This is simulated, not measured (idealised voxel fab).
Herein follows the process module entitled voxel gate over fins.
Section shown: cut. Width: 300 nm. Cell size: 5 nm, square.
If you're reading a cross-section in this doc, picture square cells in a grid; it comes to you as bands, top ones listed first down to the bottom, and a band can be one or more rows of cells. Band entry format. Leading values: height of top, height of bottom, nm. Remainder: materials in left-to-right order, each with its width in nm. Special words: "all across" on a single material, which then fills the band edge to edge; "blank", empty space. Measure heights from 0. That's the level where, below it, the as-received wafer is all one material. The lowest band is bottomless and extends downward; write it as in "0 down". A width such as "30 to 40" changes by the same amount from each row of cells to the next, from the band's top row to its bottom row. Step note "nothing different" = no cross-section cell changed. The entry titled "Closed void list" provides the empty spaces that have no open way to the top, restricted to those of 8 cells or more. Each is presented as width x height at distance, the distance being measured from the left edge, with all three in nm. Formally, on a step line, whatever follows the settings is a remark that the simulator itself makes on the step. "overlay nm", when on a step's line for a step with a mask, measures how far to the right of its planned place the mask lay; a negative measure means to the left.

Intended process steps:
1,RECEIVE | material Si
2,CONFORMAL_DEP | material SiN | thk nm 10
3,DIRECTIONAL_DEP | material aC | thk nm 15
4,PATTERN | tone cover | mask id FINS | material resist | width nm 15 | pitch nm 40 | thk nm 35 | overlay nm 0
5,DIRECTIONAL_ETCH | etch materials aC | depth nm 15
6,STRIP | etch materials resist
7,DIRECTIONAL_ETCH | etch materials SiN | depth nm 10
8,DIRECTIONAL_ETCH | etch materials Si | depth nm 20
9,STRIP | etch materials aC
10,OXIDIZE | depth nm 5
11,FILL_DEP | material SiO2 | thk nm 5
12,CMP | height nm 10
13,SELECTIVE_ETCH | etch materials SiO2 | depth nm 25
14,STRIP | etch materials SiN
15,CONFORMAL_DEP | material HfO2 | thk nm 5
16,CONFORMAL_DEP | material TiN | thk nm 5
17,FILL_DEP | material W | thk nm 15
18,CMP | height nm 20
19,CONFORMAL_DEP | material SiCN | thk nm 10
All wafers enter the flow in the same state. The depth nm at step 8 differs from wafer to wafer, and the plan gives the value for the first wafer.

Sectional view: first of several wafers, as received, after step 1:
- 0 down: Si all across
- Closed void list: none

First of several wafers: cross-section at the end of the module, after step 19, its last step:
- 30 to 20: SiCN all across
- 20 to 10: W all across
- 10 to 5: 95 of W, 25 of TiN, 15 of W, 25 of TiN, 15 of W, 25 of TiN, 100 of W
- 5 to 0: 95 of W, 5 of TiN, 15 of HfO2, 5 of TiN, 15 of W, 5 of TiN, 15 of HfO2, 5 of TiN, 15 of W, 5 of TiN, 15 of HfO2, 5 of TiN, 100 of W
- 0 to -5: 95 of W, 5 of TiN, 5 of HfO2, 5 of Si, 5 of HfO2, 5 of TiN, 15 of W, 5 of TiN, 5 of HfO2, 5 of Si, 5 of HfO2, 5 of TiN, 15 of W, 5 of TiN, 5 of HfO2, 5 of Si, 5 of HfO2, 5 of TiN, 100 of W
- -5 to -10: 100 of TiN, 5 of HfO2, 5 of Si, 5 of HfO2, 25 of TiN, 5 of HfO2, 5 of Si, 5 of HfO2, 25 of TiN, 5 of HfO2, 5 of Si, 5 of HfO2, 105 of TiN
- -10 to -15: 105 of HfO2, 5 of Si, 35 of HfO2, 5 of Si, 35 of HfO2, 5 of Si, 110 of HfO2
- -15 to -25: 105 of SiO2, 5 of Si, 35 of SiO2, 5 of Si, 35 of SiO2, 5 of Si, 110 of SiO2
- -25 down: Si all across
- Closed void list: none

Sectional view of the last wafer upon completion of the module:
- 30 to 20: SiCN all across
- 20 to 10: W all across
- 10 to 5: 95 of W, 25 of TiN, 15 of W, 25 of TiN, 15 of W, 25 of TiN, 100 of W
- 5 to 0: 95 of W, 5 of TiN, 15 of HfO2, 5 of TiN, 15 of W, 5 of TiN, 15 of HfO2, 5 of TiN, 15 of W, 5 of TiN, 15 of HfO2, 5 of TiN, 100 of W
- 0 to -5: 95 of W, 5 of TiN, 5 of HfO2, 5 of Si, 5 of HfO2, 5 of TiN, 15 of W, 5 of TiN, 5 of HfO2, 5 of Si, 5 of HfO2, 5 of TiN, 15 of W, 5 of TiN, 5 of HfO2, 5 of Si, 5 of HfO2, 5 of TiN, 100 of W
- -5 to -10: 100 of TiN, 5 of HfO2, 5 of Si, 5 of HfO2, 25 of TiN, 5 of HfO2, 5 of Si, 5 of HfO2, 25 of TiN, 5 of HfO2, 5 of Si, 5 of HfO2, 105 of TiN
- -10 to -15: 105 of HfO2, 5 of Si, 35 of HfO2, 5 of Si, 35 of HfO2, 5 of Si, 110 of HfO2
- -15 to -50: 105 of SiO2, 5 of Si, 35 of SiO2, 5 of Si, 35 of SiO2, 5 of Si, 110 of SiO2
- -50 down: Si all across
- Closed void list: none

The following table contains a row per wafer, in which are reported, at the conclusion of the module, the cells of each material gained (+) or lost (-) since the wafer's receipt, with its closed voids given thereafter:
depth nm 20 | +78 HfO2 | -285 Si | +120 SiCN | +114 SiO2 | +78 TiN | +255 W | Closed void list: none
depth nm 25 | +78 HfO2 | -342 Si | +120 SiCN | +171 SiO2 | +78 TiN | +255 W | Closed void list: none
depth nm 30 | +78 HfO2 | -399 Si | +120 SiCN | +228 SiO2 | +78 TiN | +255 W | Closed void list: none
depth nm 35 | +78 HfO2 | -456 Si | +120 SiCN | +285 SiO2 | +78 TiN | +255 W | Closed void list: none
depth nm 40 | +78 HfO2 | -513 Si | +120 SiCN | +342 SiO2 | +78 TiN | +255 W | Closed void list: none
depth nm 45 | +78 HfO2 | -570 Si | +120 SiCN | +399 SiO2 | +78 TiN | +255 W | Closed void list: none
